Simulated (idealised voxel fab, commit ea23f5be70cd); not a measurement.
The following is a process module called voxel trench capacitor.
We display cut, a cross-section 300 nm in width whose square cells are each 5 nm.
This document writes a cross-section as a grid whose cells are square, and gives it as bands, listed from the top down; one or more rows of cells form a band. Top height, bottom height, nm. Materials left to right, width each, nm. Single material + "everywhere" = fills band edge to edge. "air" = empty. Below 0: as-received wafer, all one material; heights counted from there. Lowest band: no bottom, goes on down, written "z 0 and below". Think of "30..40" as a width that walks from the first number to the second as you go down the band, top row to bottom row, taking equal-sized steps from row to row. You'll sometimes find "no modifications" written for a step, and that's the way of saying that nowhere in the cross-section did a cell change during that step. Enclosed voids (no open way to top), threshold 8 cells or more, entry "Voids lacking openings", notation width x height at distance, distance from left edge, nm. Step line, after settings: the simulator's comment on this step. overlay nm: how far to the right of its planned place the mask lay on this masked step (negative: to the left).
Steps planned for the process:
1,op RECEIVE | material Si
2,op CONFORMAL_DEP | material SiN | thk nm 10
3,op MASKED_ETCH | tone open | mask id TRENCH | width nm 30 | pitch nm 55 | etch materials SiN | depth nm 10 | overlay nm 0
4,op MASKED_ETCH | tone open | mask id TRENCH | width nm 30 | pitch nm 55 | etch materials Si | depth nm 30 | overlay nm 0
5,op CONFORMAL_DEP | material HfO2 | thk nm 5
6,op CONFORMAL_DEP | material TiN | thk nm 5
7,op FILL_DEP | material W | thk nm 10
8,op CMP | height nm 10
Wafer cross-section on receipt, i.e. after step 1:
* z 0 and below = Si everywhere
* Voids lacking openings: none
Run as planned - first of the two wafers cross-sectioned at the end of the module:
* z 10 to 0 = SiN (50) / HfO2 (5) / TiN (5) / W (10) / TiN (5) / HfO2 (5) / SiN (25) / HfO2 (5) / TiN (5) / W (10) / TiN (5) / HfO2 (5) / SiN (25) / HfO2 (5) / TiN (5) / W (10) / TiN (5) / HfO2 (5) / SiN (25) / HfO2 (5) / TiN (5) / W (10) / TiN (5) / HfO2 (5) / SiN (55)
* z 0 to -20 = Si (50) / HfO2 (5) / TiN (5) / W (10) / TiN (5) / HfO2 (5) / Si (25) / HfO2 (5) / TiN (5) / W (10) / TiN (5) / HfO2 (5) / Si (25) / HfO2 (5) / TiN (5) / W (10) / TiN (5) / HfO2 (5) / Si (25) / HfO2 (5) / TiN (5) / W (10) / TiN (5) / HfO2 (5) / Si (55)
* z -20 to -25 = Si (50) / HfO2 (5) / TiN (20) / HfO2 (5) / Si (25) / HfO2 (5) / TiN (20) / HfO2 (5) / Si (25) / HfO2 (5) / TiN (20) / HfO2 (5) / Si (25) / HfO2 (5) / TiN (20) / HfO2 (5) / Si (55)
* z -25 to -30 = Si (50) / HfO2 (30) / Si (25) / HfO2 (30) / Si (25) / HfO2 (30) / Si (25) / HfO2 (30) / Si (55)
* z -30 and below = Si everywhere
* Voids lacking openings: none
End of module, second wafer, cross-section. Started like the first, planned like the first, run with one mistake:
* z 10 to 0 = SiN (50) / HfO2 (5..10) / TiN (20..10) / HfO2 (5..10) / SiN (25) / HfO2 (5..10) / TiN (20..10) / HfO2 (5..10) / SiN (25) / HfO2 (5..10) / TiN (20..10) / HfO2 (5..10) / SiN (25) / HfO2 (5..10) / TiN (20..10) / HfO2 (5..10) / SiN (55)
* z 0 to -25 = Si (55) / HfO2 (5) / TiN (10) / HfO2 (5) / Si (35) / HfO2 (5) / TiN (10) / HfO2 (5) / Si (35) / HfO2 (5) / TiN (10) / HfO2 (5) / Si (35) / HfO2 (5) / TiN (10) / HfO2 (5) / Si (60)
* z -25 to -30 = Si (55) / HfO2 (20) / Si (35) / HfO2 (20) / Si (35) / HfO2 (20) / Si (35) / HfO2 (20) / Si (60)
* z -30 and below = Si everywhere
* Voids lacking openings: none
So what did we get wrong on this run? contrary to plan, step 4 was performed as op MASKED_ETCH | tone open | mask id TRENCH | width nm 20 | pitch nm 55 | etch materials Si | depth nm 30 | overlay nm 0
Wafer comparison, final, in cells, second relative to first, materials more or fewer: 48 more of Si | 48 fewer of W
